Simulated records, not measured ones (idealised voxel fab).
The name of this process module is voxel tone inversion.
For reference, the cross-section in this document is cut, with width 290 nm and square cells of 5 nm.
Throughout this document, each cross-section is represented as a grid of square cells and is presented as a sequence of bands enumerated from the top downward, where a band comprises one or more rows of cells. A band entry consists of two parts. The first gives the height of the band's top and the height of its bottom, in nm. The rest lists the band's materials from left to right, each with its width in nm. A single material labelled with the word "full width" fills the band from edge to edge, and the word "blank" marks empty space. Basically, 0 is our baseline, since under it the wafer straight out of the box is all one material. The bottom band has no lower end and keeps on going down, so it looks like "0 nm and below". Quick explanation for "30..40": the width changes in equal steps down the rows of cells, from the first number in the band's top row to the second number in its bottom row. Basically "remains unaltered" means that step didn't change any cell in the cross-section. Closed void catalog: empty space of 8 cells or more with no open way to the top, each as width x height at its distance from the left edge, in nm. Past the settings on a step's line: simulator remark, on that step. On any step carrying a mask, the "overlay nm" setting, if present on the step's line, tells how far right of its planned place the mask lay; negative values point to the left.

# Intended process steps
1,RECEIVE (material Si)
2,CONFORMAL_DEP (material SiCN; thk nm 5)
3,DIRECTIONAL_DEP (material aC; thk nm 15)
4,PATTERN (tone cover; mask id POSTS; material resist; width nm 15; pitch nm 45; thk nm 20; overlay nm 0)
5,DIRECTIONAL_ETCH (etch materials aC; depth nm 15)
6,STRIP (etch materials resist)
7,FILL_DEP (material SiO2; thk nm 10)
8,CMP (height nm 20)
9,STRIP (etch materials aC)

# Incoming wafer in cross-section (state: after step 1)
0 nm and below: Si full width
Closed void catalog: none

# First of two wafers, end-of-module section, run followed plan
20 nm to 5 nm: SiO2 115 nm / blank 15 nm / SiO2 30 nm / blank 15 nm / SiO2 115 nm
5 nm to 0 nm: SiCN full width
0 nm and below: Si full width
Closed void catalog: none

# End-of-module cross-section of the second wafer: identical starting point and process plan to the first, with one processing mistake
20 nm to 5 nm: SiO2 110 nm / blank 15 nm / SiO2 30 nm / blank 15 nm / SiO2 120 nm
5 nm to 0 nm: SiCN full width
0 nm and below: Si full width
Closed void catalog: none
what went wrong: step 4 was not run as planned; what actually ran was PATTERN (tone cover; mask id POSTS; material resist; width nm 15; pitch nm 45; thk nm 20; overlay nm -5)
The concluding comparison shows that, measured in cells, each material is equally abundant on both wafers, albeit at different positions.
